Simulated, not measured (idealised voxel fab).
process module | voxel transistor to metal
cross-section cut | 200 nm wide | cells 5 nm
A cross-section is a grid of square cells, given in bands from the top down. A band is one or more rows of cells.
Each band's line starts with the height of the band's top and of its bottom, in nm. Then come its materials from left to right, each with its width in nm. One material with "throughout" fills the band from edge to edge. "air" is empty space.
Height 0 is the level under which the wafer as received is all one material. The lowest band goes on downwards, as in "0 down".
A width such as "30 to 40" changes by the same amount from each row of cells to the next, from the band's top row to its bottom row.
"no change" after a step means that no cell of the cross-section changed.
closed voids: empty space of 8 cells or more with no open way to the top, each as width x height at its distance from the left edge, in nm
after a step's settings: what the simulator itself notes on the step
overlay nm, on a step with a mask: how far to the right of its planned place the mask lay; to the left if negative
plan
1 op RECEIVE | material Si
2 op OXIDIZE | depth nm 5
3 op CONFORMAL_DEP | material SiN | thk nm 15
4 op MASKED_ETCH | tone cover | mask id ACTIVE | width nm 105 | etch materials SiN | depth nm 15 | overlay nm 0
5 op MASKED_ETCH | tone cover | mask id ACTIVE | width nm 105 | etch materials SiO2 | depth nm 5 | overlay nm 0
6 op MASKED_ETCH | tone cover | mask id ACTIVE | width nm 105 | etch materials Si | depth nm 25 | overlay nm 0
7 op FILL_DEP | material SiO2 | thk nm 5
8 op CMP | height nm 15
9 op SELECTIVE_ETCH | etch materials SiO2 | depth nm 15
10 op STRIP | etch materials SiN
11 op SELECTIVE_ETCH | etch materials SiO2 | depth nm 5
12 op OXIDIZE | depth nm 5
13 op DIRECTIONAL_DEP | material polySi | thk nm 20
14 op DIRECTIONAL_DEP | material SiCN | thk nm 15
15 op PATTERN | tone cover | mask id GATE | material resist | width nm 25 | thk nm 15 | overlay nm 0
16 op DIRECTIONAL_ETCH | etch materials SiCN | depth nm 25
17 op DIRECTIONAL_ETCH | etch materials polySi | depth nm 30
18 op STRIP | etch materials resist
19 op CONFORMAL_DEP | material SiN | thk nm 10
20 op DIRECTIONAL_ETCH | etch materials SiN | depth nm 10
21 op DIRECTIONAL_ETCH | etch materials SiO2 | depth nm 5
22 op DIRECTIONAL_ETCH | etch materials Si | depth nm 5
23 op EPI | material pSi | thk nm 5
24 op FILL_DEP | material SiO2 | thk nm 5
25 op CMP | height nm 15
26 op STRIP | etch materials polySi
27 op SELECTIVE_ETCH | etch materials SiO2 | depth nm 5
28 op CONFORMAL_DEP | material HfO2 | thk nm 5
29 op CONFORMAL_DEP | material TiN | thk nm 5
30 op FILL_DEP | material W | thk nm 10
31 op CMP | height nm 10
32 op DIRECTIONAL_DEP | material SiO2 | thk nm 15
33 op MASKED_ETCH | tone open | mask id CONTACT | width nm 15 | pitch nm 80 | etch materials SiO2 | depth nm 35 | overlay nm 0
34 op CONFORMAL_DEP | material TiN | thk nm 5
35 op FILL_DEP | material W | thk nm 10
36 op CMP | height nm 25
37 op CONFORMAL_DEP | material SiN | thk nm 5
38 op DIRECTIONAL_DEP | material lowk | thk nm 25
39 op DIRECTIONAL_DEP | material aC | thk nm 10
40 op PATTERN | tone open | mask id METAL_1 | material resist | width nm 15 | pitch nm 80 | thk nm 30 | overlay nm 0
41 op DIRECTIONAL_ETCH | etch materials aC | depth nm 10
42 op STRIP | etch materials resist
43 op DIRECTIONAL_ETCH | etch materials lowk | depth nm 25
44 op DIRECTIONAL_ETCH | etch materials SiN | depth nm 5
45 op STRIP | etch materials aC
46 op CONFORMAL_DEP | material TiN | thk nm 5
47 op FILL_DEP | material Ru | thk nm 5
48 op CMP | height nm 55
49 op CONFORMAL_DEP | material SiN | thk nm 5
as received, after step 1
  0 down: Si throughout
  closed voids: none
first wafer at the end, as planned
  60 to 55: SiN throughout
  55 to 30: lowk 50 | TiN 5 | Ru 5 | TiN 5 | lowk 65 | TiN 5 | Ru 5 | TiN 5 | lowk 55
  30 to 25: SiN 50 | TiN 15 | SiN 65 | TiN 15 | SiN 55
  25 to 10: SiO2 50 | TiN 5 | W 5 | TiN 5 | SiO2 65 | TiN 5 | W 5 | TiN 5 | SiO2 55
  10 to 0: SiO2 50 | TiN 5 | W 5 | TiN 5 | SiO2 10 | SiN 10 | HfO2 5 | TiN 5 | W 5 | TiN 5 | HfO2 5 | SiN 10 | SiO2 10 | TiN 5 | W 5 | TiN 5 | SiO2 55
  0 to -5: SiO2 50 | TiN 5 | W 5 | TiN 5 | SiO2 10 | SiN 10 | HfO2 5 | TiN 15 | HfO2 5 | SiN 10 | SiO2 10 | TiN 5 | W 5 | TiN 5 | SiO2 55
  -5 to -10: SiO2 50 | TiN 15 | SiO2 5 | pSi 5 | SiO2 5 | HfO2 35 | SiO2 5 | pSi 5 | SiO2 5 | TiN 15 | SiO2 55
  -10 to -15: SiO2 45 | pSi 30 | Si 45 | pSi 30 | SiO2 50
  -15 to -30: SiO2 45 | Si 105 | SiO2 50
  -30 down: Si throughout
  closed voids: none
second wafer at the end: like start, like plan, one mistake
  60 to 55: SiN throughout
  55 to 30: lowk 50 | TiN 5 | Ru 5 | TiN 5 | lowk 65 | TiN 5 | Ru 5 | TiN 5 | lowk 55
  30 to 25: SiN 50 | TiN 15 | SiN 65 | TiN 15 | SiN 55
  25 to 10: SiO2 50 | TiN 5 | W 10 | TiN 5 | SiO2 60 | TiN 5 | W 10 | TiN 5 | SiO2 50
  10 to 0: SiO2 50 | TiN 5 | W 10 | TiN 5 | SiO2 5 | SiN 10 | HfO2 5 | TiN 5 | W 5 | TiN 5 | HfO2 5 | SiN 10 | SiO2 10 | TiN 5 | W 10 | TiN 5 | SiO2 50
  0 to -5: SiO2 50 | TiN 5 | W 10 | TiN 5 | SiO2 5 | SiN 10 | HfO2 5 | TiN 15 | HfO2 5 | SiN 10 | SiO2 10 | TiN 5 | W 10 | TiN 5 | SiO2 50
  -5 to -10: SiO2 50 | TiN 20 | pSi 5 | SiO2 5 | HfO2 35 | SiO2 5 | pSi 5 | SiO2 5 | TiN 20 | SiO2 50
  -10 to -15: SiO2 45 | pSi 30 | Si 45 | pSi 30 | SiO2 50
  -15 to -30: SiO2 45 | Si 105 | SiO2 50
  -30 down: Si throughout
  closed voids: none
what went wrong: step 33 ran as: op MASKED_ETCH | tone open | mask id CONTACT | width nm 20 | pitch nm 80 | etch materials SiO2 | depth nm 35 | overlay nm 0
at the end the second wafer has, in cells: 14 fewer of SiO2 | 2 more of TiN | 12 more of W
